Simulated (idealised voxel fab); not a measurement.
The document below concerns the process module designated voxel capacitor over wiring.
Section cut is 255 nm wide and gridded with 5 nm square cells.
Format of a cross-section: grid, square cells. Given as bands. Order: top down. Band: one or more rows of cells. Heads up on the band format: heights come first, top then bottom, in nm. After that it's the materials left to right, each with its width in nm. A single material flagged "throughout" fills the whole band edge to edge, and "blank" means there's empty space there. Heights from 0 (as-received wafer is one material below). Bottom band endless downward, as "0 down". Graded width ("30 to 40"): value in top row of band = first number; value in bottom row = second number; row-to-row change constant. A step reported as "no change occurred" is a step in which no cell of the cross-section changed. Non-vented voids: empty space of 8 cells or more with no open way to the top, each as width x height at its distance from the left edge, in nm. It should be noted that, on the line of a given step, the content following the step's settings is a remark produced by the simulator itself with respect to that step. Steps that use a mask can have "overlay nm" on their line. It says how far the mask sat to the right of where it was meant to be. Negative means to the left.

The steps planned for the process are as follows:
step 1: RECEIVE | material Si
step 2: CONFORMAL_DEP | material SiO2 | thk nm 15
step 3: DIRECTIONAL_DEP | material TiN | thk nm 5
step 4: DIRECTIONAL_DEP | material W | thk nm 15
step 5: MASKED_ETCH | tone cover | mask id METAL_1 | width nm 25 | pitch nm 85 | etch materials W | depth nm 15 | overlay nm 0
step 6: MASKED_ETCH | tone cover | mask id METAL_1 | width nm 25 | pitch nm 85 | etch materials TiN | depth nm 5 | overlay nm 0
step 7: CONFORMAL_DEP | material SiCN | thk nm 5
step 8: FILL_DEP | material lowk | thk nm 10
step 9: CMP | height nm 35
step 10: CONFORMAL_DEP | material SiCN | thk nm 5
step 11: DIRECTIONAL_DEP | material lowk | thk nm 10
step 12: DIRECTIONAL_DEP | material aC | thk nm 15
step 13: PATTERN | tone open | mask id PLUG_1 | material resist | width nm 15 | thk nm 30 | overlay nm 0
step 14: DIRECTIONAL_ETCH | etch materials aC | depth nm 15
step 15: STRIP | etch materials resist
step 16: DIRECTIONAL_ETCH | etch materials lowk | depth nm 10
step 17: DIRECTIONAL_ETCH | etch materials SiCN | depth nm 5
step 18: STRIP | etch materials aC
step 19: CONFORMAL_DEP | material TiN | thk nm 5
step 20: FILL_DEP | material Cu | thk nm 5
step 21: CMP | height nm 50
step 22: DIRECTIONAL_DEP | material TiN | thk nm 5
step 23: DIRECTIONAL_DEP | material HfO2 | thk nm 5
step 24: DIRECTIONAL_DEP | material TiN | thk nm 10
step 25: DIRECTIONAL_DEP | material aC | thk nm 15
step 26: PATTERN | tone cover | mask id UPPER_PLATE | material resist | width nm 65 | thk nm 35 | overlay nm 0
step 27: DIRECTIONAL_ETCH | etch materials aC | depth nm 15
step 28: STRIP | etch materials resist
step 29: DIRECTIONAL_ETCH | etch materials TiN | depth nm 10
step 30: DIRECTIONAL_ETCH | etch materials HfO2 | depth nm 5
step 31: STRIP | etch materials aC
step 32: DIRECTIONAL_DEP | material aC | thk nm 15
step 33: PATTERN | tone cover | mask id LOWER_PLATE | material resist | width nm 75 | thk nm 30 | overlay nm 0
step 34: DIRECTIONAL_ETCH | etch materials aC | depth nm 15
step 35: STRIP | etch materials resist
step 36: DIRECTIONAL_ETCH | etch materials TiN | depth nm 5
step 37: STRIP | etch materials aC
step 38: FILL_DEP | material SiO2 | thk nm 20
step 39: CMP | height nm 85
step 40: PATTERN | tone open | mask id PLUG_2 | material resist | width nm 15 | thk nm 15 | overlay nm 0
step 41: DIRECTIONAL_ETCH | etch materials SiO2 | depth nm 15
step 42: STRIP | etch materials resist
step 43: CONFORMAL_DEP | material TiN | thk nm 5
step 44: FILL_DEP | material Cu | thk nm 5
step 45: CMP | height nm 85
step 46: CONFORMAL_DEP | material SiCN | thk nm 5

So, the first of our two wafers, run just as we planned it:

Shown in cross-section is the wafer as received, that is, as it stands after step 1:
    0 down | Si throughout
    Non-vented voids: none

Wafer after step 2 (cross-section):
    15 to 0 | SiO2 throughout
    Rest of section, below 0: as before.

Wafer after step 3 (cross-section):
    20 to 15 | TiN throughout
    Rest of section, below 15: as before.

Wafer after step 4 (cross-section):
    35 to 20 | W throughout
    Rest of section, below 20: as before.

Wafer after step 5 (cross-section):
    35 to 20 | blank 70, then W 25, then blank 60, then W 25, then blank 75
    Rest of section, below 20: as before.

Wafer after step 6 (cross-section):
    35 to 20 | blank 70, then W 25, then blank 60, then W 25, then blank 75
    20 to 15 | blank 70, then TiN 25, then blank 60, then TiN 25, then blank 75
    Rest of section, below 15: as before.

Wafer after step 7 (cross-section):
    40 to 35 | blank 65, then SiCN 35, then blank 50, then SiCN 35, then blank 70
    35 to 20 | blank 65, then SiCN 5, then W 25, then SiCN 5, then blank 50, then SiCN 5, then W 25, then SiCN 5, then blank 70
    20 to 15 | SiCN 70, then TiN 25, then SiCN 60, then TiN 25, then SiCN 75
    Rest of section, below 15: as before.

Wafer after step 8 (cross-section):
    50 to 40 | lowk throughout
    40 to 35 | lowk 65, then SiCN 35, then lowk 50, then SiCN 35, then lowk 70
    35 to 20 | lowk 65, then SiCN 5, then W 25, then SiCN 5, then lowk 50, then SiCN 5, then W 25, then SiCN 5, then lowk 70
    Rest of section, below 20: as before.

Wafer after step 9 (cross-section):
    35 to 20 | lowk 65, then SiCN 5, then W 25, then SiCN 5, then lowk 50, then SiCN 5, then W 25, then SiCN 5, then lowk 70
    Rest of section, below 20: as before.

Wafer after step 10 (cross-section):
    40 to 35 | SiCN throughout
    Rest of section, below 35: as before.

Wafer after step 11 (cross-section):
    50 to 40 | lowk throughout
    Rest of section, below 40: as before.

Wafer after step 12 (cross-section):
    65 to 50 | aC throughout
    Rest of section, below 50: as before.

Wafer after step 13 (cross-section):
    95 to 65 | resist 80, then blank 15, then resist 160
    Rest of section, below 65: as before.

Wafer after step 14 (cross-section):
    80 to 65 | resist 80, then blank 15, then resist 160
    65 to 50 | aC 80, then blank 15, then aC 160
    Rest of section, below 50: as before.

Wafer after step 15 (cross-section):
    65 to 50 | aC 80, then blank 15, then aC 160
    Rest of section, below 50: as before.

Wafer after step 16 (cross-section):
    65 to 50 | aC 80, then blank 15, then aC 160
    50 to 40 | lowk 80, then blank 15, then lowk 160
    Rest of section, below 40: as before.

Wafer after step 17 (cross-section):
    65 to 50 | aC 80, then blank 15, then aC 160
    50 to 40 | lowk 80, then blank 15, then lowk 160
    40 to 35 | SiCN 80, then blank 15, then SiCN 160
    Rest of section, below 35: as before.

Wafer after step 18 (cross-section):
    50 to 40 | lowk 80, then blank 15, then lowk 160
    Rest of section, below 40: as before.

Wafer after step 19 (cross-section):
    55 to 50 | TiN 85, then blank 5, then TiN 165
    50 to 40 | lowk 80, then TiN 5, then blank 5, then TiN 5, then lowk 160
    40 to 35 | SiCN 80, then TiN 15, then SiCN 160
    Rest of section, below 35: as before.

Wafer after step 20 (cross-section):
    60 to 55 | Cu throughout
    55 to 50 | TiN 85, then Cu 5, then TiN 165
    50 to 40 | lowk 80, then TiN 5, then Cu 5, then TiN 5, then lowk 160
    Rest of section, below 40: as before.

Wafer after step 21 (cross-section):
    50 to 40 | lowk 80, then TiN 5, then Cu 5, then TiN 5, then lowk 160
    Rest of section, below 40: as before.

Wafer after step 22 (cross-section):
    55 to 50 | TiN throughout
    Rest of section, below 50: as before.

Wafer after step 23 (cross-section):
    60 to 55 | HfO2 throughout
    Rest of section, below 55: as before.

Wafer after step 24 (cross-section):
    70 to 60 | TiN throughout
    Rest of section, below 60: as before.

Wafer after step 25 (cross-section):
    85 to 70 | aC throughout
    Rest of section, below 70: as before.

Wafer after step 26 (cross-section):
    120 to 85 | blank 80, then resist 65, then blank 110
    Rest of section, below 85: as before.

Wafer after step 27 (cross-section):
    105 to 85 | blank 80, then resist 65, then blank 110
    85 to 70 | blank 80, then aC 65, then blank 110
    Rest of section, below 70: as before.

Wafer after step 28 (cross-section):
    85 to 70 | blank 80, then aC 65, then blank 110
    Rest of section, below 70: as before.

Wafer after step 29 (cross-section):
    85 to 70 | blank 80, then aC 65, then blank 110
    70 to 60 | blank 80, then TiN 65, then blank 110
    Rest of section, below 60: as before.

Wafer after step 30 (cross-section):
    85 to 70 | blank 80, then aC 65, then blank 110
    70 to 60 | blank 80, then TiN 65, then blank 110
    60 to 55 | blank 80, then HfO2 65, then blank 110
    Rest of section, below 55: as before.

Wafer after step 31 (cross-section):
    70 to 60 | blank 80, then TiN 65, then blank 110
    Rest of section, below 60: as before.

Wafer after step 32 (cross-section):
    85 to 70 | blank 80, then aC 65, then blank 110
    70 to 60 | aC 80, then TiN 65, then aC 110
    60 to 55 | aC 80, then HfO2 65, then aC 110
    Rest of section, below 55: as before.

Wafer after step 33 (cross-section):
    115 to 85 | blank 75, then resist 75, then blank 105
    85 to 70 | blank 75, then resist 5, then aC 65, then resist 5, then blank 105
    Rest of section, below 70: as before.

Wafer after step 34 (cross-section):
    100 to 85 | blank 75, then resist 75, then blank 105
    85 to 70 | blank 75, then resist 5, then aC 65, then resist 5, then blank 105
    70 to 60 | blank 75, then aC 5, then TiN 65, then aC 5, then blank 105
    60 to 55 | blank 75, then aC 5, then HfO2 65, then aC 5, then blank 105
    Rest of section, below 55: as before.

Wafer after step 35 (cross-section):
    85 to 70 | blank 80, then aC 65, then blank 110
    Rest of section, below 70: as before.

Wafer after step 36 (cross-section):
    85 to 70 | blank 80, then aC 65, then blank 110
    70 to 60 | blank 75, then aC 5, then TiN 65, then aC 5, then blank 105
    60 to 55 | blank 75, then aC 5, then HfO2 65, then aC 5, then blank 105
    55 to 50 | blank 75, then TiN 75, then blank 105
    Rest of section, below 50: as before.

Wafer after step 37 (cross-section):
    70 to 60 | blank 80, then TiN 65, then blank 110
    60 to 55 | blank 80, then HfO2 65, then blank 110
    Rest of section, below 55: as before.

Wafer after step 38 (cross-section):
    90 to 70 | SiO2 throughout
    70 to 60 | SiO2 80, then TiN 65, then SiO2 110
    60 to 55 | SiO2 80, then HfO2 65, then SiO2 110
    55 to 50 | SiO2 75, then TiN 75, then SiO2 105
    Rest of section, below 50: as before.

Wafer after step 39 (cross-section):
    85 to 70 | SiO2 throughout
    Rest of section, below 70: as before.

Wafer after step 40 (cross-section):
    100 to 85 | resist 90, then blank 15, then resist 150
    Rest of section, below 85: as before.

Wafer after step 41 (cross-section):
    100 to 85 | resist 90, then blank 15, then resist 150
    85 to 70 | SiO2 90, then blank 15, then SiO2 150
    Rest of section, below 70: as before.

Wafer after step 42 (cross-section):
    85 to 70 | SiO2 90, then blank 15, then SiO2 150
    Rest of section, below 70: as before.

Wafer after step 43 (cross-section):
    90 to 85 | TiN 95, then blank 5, then TiN 155
    85 to 75 | SiO2 90, then TiN 5, then blank 5, then TiN 5, then SiO2 150
    75 to 70 | SiO2 90, then TiN 15, then SiO2 150
    Rest of section, below 70: as before.

Wafer after step 44 (cross-section):
    95 to 90 | Cu throughout
    90 to 85 | TiN 95, then Cu 5, then TiN 155
    85 to 75 | SiO2 90, then TiN 5, then Cu 5, then TiN 5, then SiO2 150
    Rest of section, below 75: as before.

Wafer after step 45 (cross-section):
    85 to 75 | SiO2 90, then TiN 5, then Cu 5, then TiN 5, then SiO2 150
    Rest of section, below 75: as before.

Wafer after step 46 (cross-section):
    90 to 85 | SiCN throughout
    Rest of section, below 85: as before.

Okay, second wafer. Nothing different at the start, nothing different in the plan, just one mistake somewhere in the running. As far as step 12, counting that step, it's the first wafer all over again:

X-section, second wafer, when step 13 was due to finish:
    95 to 65 | resist 80, then blank 20, then resist 155
    Rest of section, below 65: as before.

X-section, second wafer, when step 14 was due to finish:
    80 to 65 | resist 80, then blank 20, then resist 155
    65 to 50 | aC 80, then blank 20, then aC 155
    Rest of section, below 50: as before.

X-section, second wafer, when step 15 was due to finish:
    65 to 50 | aC 80, then blank 20, then aC 155
    Rest of section, below 50: as before.

X-section, second wafer, when step 16 was due to finish:
    65 to 50 | aC 80, then blank 20, then aC 155
    50 to 40 | lowk 80, then blank 20, then lowk 155
    Rest of section, below 40: as before.

X-section, second wafer, when step 17 was due to finish:
    65 to 50 | aC 80, then blank 20, then aC 155
    50 to 40 | lowk 80, then blank 20, then lowk 155
    40 to 35 | SiCN 80, then blank 20, then SiCN 155
    Rest of section, below 35: as before.

X-section, second wafer, when step 18 was due to finish:
    50 to 40 | lowk 80, then blank 20, then lowk 155
    Rest of section, below 40: as before.

X-section, second wafer, when step 19 was due to finish:
    55 to 50 | TiN 85, then blank 10, then TiN 160
    50 to 40 | lowk 80, then TiN 5, then blank 10, then TiN 5, then lowk 155
    40 to 35 | SiCN 80, then TiN 20, then SiCN 155
    Rest of section, below 35: as before.

X-section, second wafer, when step 20 was due to finish:
    60 to 55 | Cu throughout
    55 to 50 | TiN 85, then Cu 10, then TiN 160
    50 to 40 | lowk 80, then TiN 5, then Cu 10, then TiN 5, then lowk 155
    Rest of section, below 40: as before.

X-section, second wafer, when step 21 was due to finish:
    50 to 40 | lowk 80, then TiN 5, then Cu 10, then TiN 5, then lowk 155
    Rest of section, below 40: as before.

X-section, second wafer, when step 22 was due to finish:
    55 to 50 | TiN throughout
    Rest of section, below 50: as before.

X-section, second wafer, when step 23 was due to finish:
    60 to 55 | HfO2 throughout
    Rest of section, below 55: as before.

X-section, second wafer, when step 24 was due to finish:
    70 to 60 | TiN throughout
    Rest of section, below 60: as before.

X-section, second wafer, when step 25 was due to finish:
    85 to 70 | aC throughout
    Rest of section, below 70: as before.

X-section, second wafer, when step 26 was due to finish:
    120 to 85 | blank 80, then resist 65, then blank 110
    Rest of section, below 85: as before.

X-section, second wafer, when step 27 was due to finish:
    105 to 85 | blank 80, then resist 65, then blank 110
    85 to 70 | blank 80, then aC 65, then blank 110
    Rest of section, below 70: as before.

X-section, second wafer, when step 28 was due to finish:
    85 to 70 | blank 80, then aC 65, then blank 110
    Rest of section, below 70: as before.

X-section, second wafer, when step 29 was due to finish:
    85 to 70 | blank 80, then aC 65, then blank 110
    70 to 60 | blank 80, then TiN 65, then blank 110
    Rest of section, below 60: as before.

X-section, second wafer, when step 30 was due to finish:
    85 to 70 | blank 80, then aC 65, then blank 110
    70 to 60 | blank 80, then TiN 65, then blank 110
    60 to 55 | blank 80, then HfO2 65, then blank 110
    Rest of section, below 55: as before.

X-section, second wafer, when step 31 was due to finish:
    70 to 60 | blank 80, then TiN 65, then blank 110
    Rest of section, below 60: as before.

X-section, second wafer, when step 32 was due to finish:
    85 to 70 | blank 80, then aC 65, then blank 110
    70 to 60 | aC 80, then TiN 65, then aC 110
    60 to 55 | aC 80, then HfO2 65, then aC 110
    Rest of section, below 55: as before.

X-section, second wafer, when step 33 was due to finish:
    115 to 85 | blank 75, then resist 75, then blank 105
    85 to 70 | blank 75, then resist 5, then aC 65, then resist 5, then blank 105
    Rest of section, below 70: as before.

X-section, second wafer, when step 34 was due to finish:
    100 to 85 | blank 75, then resist 75, then blank 105
    85 to 70 | blank 75, then resist 5, then aC 65, then resist 5, then blank 105
    70 to 60 | blank 75, then aC 5, then TiN 65, then aC 5, then blank 105
    60 to 55 | blank 75, then aC 5, then HfO2 65, then aC 5, then blank 105
    Rest of section, below 55: as before.

X-section, second wafer, when step 35 was due to finish:
    85 to 70 | blank 80, then aC 65, then blank 110
    Rest of section, below 70: as before.

X-section, second wafer, when step 36 was due to finish:
    85 to 70 | blank 80, then aC 65, then blank 110
    70 to 60 | blank 75, then aC 5, then TiN 65, then aC 5, then blank 105
    60 to 55 | blank 75, then aC 5, then HfO2 65, then aC 5, then blank 105
    55 to 50 | blank 75, then TiN 75, then blank 105
    Rest of section, below 50: as before.

X-section, second wafer, when step 37 was due to finish:
    70 to 60 | blank 80, then TiN 65, then blank 110
    60 to 55 | blank 80, then HfO2 65, then blank 110
    Rest of section, below 55: as before.

X-section, second wafer, when step 38 was due to finish:
    90 to 70 | SiO2 throughout
    70 to 60 | SiO2 80, then TiN 65, then SiO2 110
    60 to 55 | SiO2 80, then HfO2 65, then SiO2 110
    55 to 50 | SiO2 75, then TiN 75, then SiO2 105
    Rest of section, below 50: as before.

X-section, second wafer, when step 39 was due to finish:
    85 to 70 | SiO2 throughout
    Rest of section, below 70: as before.

X-section, second wafer, when step 40 was due to finish:
    100 to 85 | resist 90, then blank 15, then resist 150
    Rest of section, below 85: as before.

X-section, second wafer, when step 41 was due to finish:
    100 to 85 | resist 90, then blank 15, then resist 150
    85 to 70 | SiO2 90, then blank 15, then SiO2 150
    Rest of section, below 70: as before.

X-section, second wafer, when step 42 was due to finish:
    85 to 70 | SiO2 90, then blank 15, then SiO2 150
    Rest of section, below 70: as before.

X-section, second wafer, when step 43 was due to finish:
    90 to 85 | TiN 95, then blank 5, then TiN 155
    85 to 75 | SiO2 90, then TiN 5, then blank 5, then TiN 5, then SiO2 150
    75 to 70 | SiO2 90, then TiN 15, then SiO2 150
    Rest of section, below 70: as before.

X-section, second wafer, when step 44 was due to finish:
    95 to 90 | Cu throughout
    90 to 85 | TiN 95, then Cu 5, then TiN 155
    85 to 75 | SiO2 90, then TiN 5, then Cu 5, then TiN 5, then SiO2 150
    Rest of section, below 75: as before.

X-section, second wafer, when step 45 was due to finish:
    85 to 75 | SiO2 90, then TiN 5, then Cu 5, then TiN 5, then SiO2 150
    Rest of section, below 75: as before.

X-section, second wafer, when step 46 was due to finish:
    90 to 85 | SiCN throughout
    Rest of section, below 85: as before.
Plan not followed: it should be noted that step 13 was executed with settings other than those planned, the operation and settings actually applied being PATTERN | tone open | mask id PLUG_1 | material resist | width nm 20 | thk nm 30 | overlay nm 0
The second wafer ends with more or fewer cells of some materials than the first, per final count: Cu +2; SiCN -1; TiN +1; lowk -2
